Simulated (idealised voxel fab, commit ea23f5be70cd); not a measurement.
You're looking at the process module voxel transistor to metal.
cross-section cut | 165 nm wide | cells 5 nm
In what follows, cross-sections appear as grids of square cells, described through bands that run from the top down, where every band is one or more rows of cells.
Each band's line starts with the height of the band's top and of its bottom, in nm. Then come its materials from left to right, each with its width in nm. One material with "full width" fills the band from edge to edge. "blank" is empty space.
Heights are measured from 0, the level below which the as-received wafer is all one material; the lowest band has no bottom and continues downward, written as in "from 0 down".
It should be noted that a width expressed as "30->40" varies in equal increments from row to row of cells within the band, taking the value of the first number at the top row and that of the second number at the bottom row.
"nothing changed" means the step left every cell of the cross-section as it was.
Under "Unvented cavities" you'll find the enclosed gaps, the ones with no way out to the top, that are 8 cells or bigger; each reads width x height at distance, with distance counted from the left edge, everything in nm.
Text after the settings on a step's line: the simulator's own remark on that step.
When a step includes a mask, the "overlay nm" setting on its line states how far to the right of its planned place that mask lay, and negative values state how far to the left.

# Listed below are the process steps as planned
1: RECEIVE: material Si
2: CONFORMAL_DEP: material SiO2, thk nm 5
3: CONFORMAL_DEP: material SiN, thk nm 15
4: DIRECTIONAL_DEP: material aC, thk nm 10
5: PATTERN: tone cover, mask id ACTIVE, material resist, width nm 105, thk nm 30, overlay nm 0
6: DIRECTIONAL_ETCH: etch materials aC, depth nm 10
7: STRIP: etch materials resist
8: DIRECTIONAL_ETCH: etch materials SiN, depth nm 15
9: DIRECTIONAL_ETCH: etch materials SiO2, depth nm 5
10: DIRECTIONAL_ETCH: etch materials Si, depth nm 30
11: STRIP: etch materials aC
12: OXIDIZE: depth nm 5
13: FILL_DEP: material SiO2, thk nm 10
14: CMP: height nm 20
15: SELECTIVE_ETCH: etch materials SiO2, depth nm 10
16: STRIP: etch materials SiN
17: SELECTIVE_ETCH: etch materials SiO2, depth nm 5
18: OXIDIZE: depth nm 5
19: DIRECTIONAL_DEP: material polySi, thk nm 20
20: DIRECTIONAL_DEP: material SiCN, thk nm 10
21: PATTERN: tone cover, mask id GATE, material resist, width nm 35, thk nm 20, overlay nm 0
22: DIRECTIONAL_ETCH: etch materials SiCN, depth nm 20
23: DIRECTIONAL_ETCH: etch materials polySi, depth nm 30
24: STRIP: etch materials resist
25: CONFORMAL_DEP: material SiO2, thk nm 5
26: DIRECTIONAL_ETCH: etch materials SiO2, depth nm 5
27: CONFORMAL_DEP: material SiN, thk nm 10
28: DIRECTIONAL_ETCH: etch materials SiN, depth nm 10
29: DIRECTIONAL_ETCH: etch materials SiO2, depth nm 5
30: DIRECTIONAL_ETCH: etch materials Si, depth nm 5
31: EPI: material pSi, thk nm 5
32: FILL_DEP: material SiO2, thk nm 10
33: CMP: height nm 20
34: STRIP: etch materials polySi
35: SELECTIVE_ETCH: etch materials SiO2, depth nm 5
36: CONFORMAL_DEP: material HfO2, thk nm 5
37: CONFORMAL_DEP: material TiN, thk nm 5
38: FILL_DEP: material W, thk nm 10
39: CMP: height nm 15
40: DIRECTIONAL_DEP: material SiO2, thk nm 15
41: DIRECTIONAL_DEP: material aC, thk nm 10
42: PATTERN: tone open, mask id CONTACT, material resist, width nm 15, pitch nm 80, thk nm 30, overlay nm 0
43: DIRECTIONAL_ETCH: etch materials aC, depth nm 10
44: STRIP: etch materials resist
45: DIRECTIONAL_ETCH: etch materials SiO2, depth nm 30
46: STRIP: etch materials aC
47: CONFORMAL_DEP: material TiN, thk nm 5
48: FILL_DEP: material Ru, thk nm 5
49: CMP: height nm 30
50: DIRECTIONAL_DEP: material TiN, thk nm 5
51: DIRECTIONAL_DEP: material Ru, thk nm 20
52: MASKED_ETCH: tone cover, mask id METAL_1, width nm 15, pitch nm 80, etch materials Ru, depth nm 20, overlay nm 0
53: MASKED_ETCH: tone cover, mask id METAL_1, width nm 15, pitch nm 80, etch materials TiN, depth nm 5, overlay nm 0
54: CONFORMAL_DEP: material SiN, thk nm 5
55: FILL_DEP: material lowk, thk nm 10
56: CMP: height nm 55
57: CONFORMAL_DEP: material SiCN, thk nm 5
58: DIRECTIONAL_DEP: material SiO2, thk nm 25
59: DIRECTIONAL_DEP: material aC, thk nm 10
60: PATTERN: tone open, mask id METAL_2, material resist, width nm 15, pitch nm 80, thk nm 25, overlay nm 0
61: DIRECTIONAL_ETCH: etch materials aC, depth nm 10
62: STRIP: etch materials resist
63: DIRECTIONAL_ETCH: etch materials SiO2, depth nm 15
64: STRIP: etch materials aC
65: MASKED_ETCH: tone open, mask id METAL_2_HOLES, width nm 15, pitch nm 80, etch materials SiO2, depth nm 10, overlay nm 0
66: MASKED_ETCH: tone open, mask id METAL_2_HOLES, width nm 15, pitch nm 80, etch materials SiCN, depth nm 5, overlay nm 0
67: CONFORMAL_DEP: material TiN, thk nm 5
68: FILL_DEP: material Cu, thk nm 10
69: CMP: height nm 85
70: CONFORMAL_DEP: material SiN, thk nm 5

# So this is the incoming wafer in cross-section - it's already been through step 1
	from 0 down: Si full width
	Unvented cavities: none

# Here's the cross-section of the first of our two wafers at the end of the module - it ran as planned
	from 90 to 85: SiN full width
	from 85 to 60: SiO2 35 nm / TiN 5 nm / Cu 5 nm / TiN 5 nm / SiO2 65 nm / TiN 5 nm / Cu 5 nm / TiN 5 nm / SiO2 35 nm
	from 60 to 55: SiCN 35 nm / TiN 15 nm / SiCN 65 nm / TiN 15 nm / SiCN 35 nm
	from 55 to 35: lowk 30 nm / SiN 5 nm / Ru 15 nm / SiN 5 nm / lowk 55 nm / SiN 5 nm / Ru 15 nm / SiN 5 nm / lowk 30 nm
	from 35 to 30: SiN 35 nm / TiN 15 nm / SiN 65 nm / TiN 15 nm / SiN 35 nm
	from 30 to 15: SiO2 35 nm / TiN 5 nm / Ru 5 nm / TiN 5 nm / SiO2 65 nm / TiN 5 nm / Ru 5 nm / TiN 5 nm / SiO2 35 nm
	from 15 to 10: SiO2 35 nm / TiN 5 nm / Ru 5 nm / TiN 5 nm / SiN 10 nm / HfO2 5 nm / TiN 5 nm / W 25 nm / TiN 5 nm / HfO2 5 nm / SiN 10 nm / TiN 5 nm / Ru 5 nm / TiN 5 nm / SiO2 35 nm
	from 10 to 5: SiO2 35 nm / TiN 15 nm / SiN 10 nm / HfO2 5 nm / TiN 5 nm / W 25 nm / TiN 5 nm / HfO2 5 nm / SiN 10 nm / TiN 15 nm / SiO2 35 nm
	from 5 to 0: SiO2 30 nm / SiN 10 nm / TiN 10 nm / SiN 10 nm / HfO2 5 nm / TiN 35 nm / HfO2 5 nm / SiN 10 nm / TiN 10 nm / SiN 10 nm / SiO2 30 nm
	from 0 to -5: SiO2 40 nm / pSi 10 nm / SiO2 10 nm / HfO2 45 nm / SiO2 10 nm / pSi 10 nm / SiO2 40 nm
	from -5 to -10: SiO2 35 nm / Si 5 nm / pSi 10 nm / Si 65 nm / pSi 10 nm / Si 5 nm / SiO2 35 nm
	from -10 to -35: SiO2 35 nm / Si 95 nm / SiO2 35 nm
	from -35 down: Si full width
	Unvented cavities: none

# Wafer two (of two), end-of-module cross-section: start = wafer one, plan = wafer one, one run mistake
	from 90 to 85: SiN full width
	from 85 to 60: SiO2 35 nm / TiN 5 nm / Cu 5 nm / TiN 5 nm / SiO2 65 nm / TiN 5 nm / Cu 5 nm / TiN 5 nm / SiO2 35 nm
	from 60 to 55: SiCN 35 nm / TiN 15 nm / SiCN 65 nm / TiN 15 nm / SiCN 35 nm
	from 55 to 35: lowk 30 nm / SiN 5 nm / Ru 15 nm / SiN 5 nm / lowk 55 nm / SiN 5 nm / Ru 15 nm / SiN 5 nm / lowk 30 nm
	from 35 to 30: SiN 35 nm / TiN 15 nm / SiN 65 nm / TiN 15 nm / SiN 35 nm
	from 30 to 15: SiO2 35 nm / TiN 5 nm / Ru 5 nm / TiN 5 nm / SiO2 65 nm / TiN 5 nm / Ru 5 nm / TiN 5 nm / SiO2 35 nm
	from 15 to 10: SiO2 35 nm / TiN 5 nm / Ru 5 nm / TiN 5 nm / SiN 10 nm / HfO2 5 nm / TiN 5 nm / W 25 nm / TiN 5 nm / HfO2 5 nm / SiN 10 nm / TiN 5 nm / Ru 5 nm / TiN 5 nm / SiO2 35 nm
	from 10 to 5: SiO2 35 nm / TiN 15 nm / SiN 10 nm / HfO2 5 nm / TiN 5 nm / W 25 nm / TiN 5 nm / HfO2 5 nm / SiN 10 nm / TiN 15 nm / SiO2 35 nm
	from 5 to 0: SiO2 30 nm / SiN 10 nm / TiN 10 nm / SiN 10 nm / HfO2 5 nm / TiN 35 nm / HfO2 5 nm / SiN 10 nm / TiN 10 nm / SiN 10 nm / SiO2 30 nm
	from 0 to -5: SiO2 40 nm / pSi 10 nm / SiO2 10 nm / HfO2 45 nm / SiO2 10 nm / pSi 10 nm / SiO2 40 nm
	from -5 to -10: SiO2 35 nm / Si 5 nm / pSi 10 nm / Si 65 nm / pSi 10 nm / Si 5 nm / SiO2 35 nm
	from -10 to -30: SiO2 35 nm / Si 95 nm / SiO2 35 nm
	from -30 down: Si full width
	Unvented cavities: none
Processing error: not per plan at step 10, really ran DIRECTIONAL_ETCH: etch materials Si, depth nm 25
Count the cells at the end and the second wafer has more or fewer of some materials than the first: Si +14, SiO2 -14
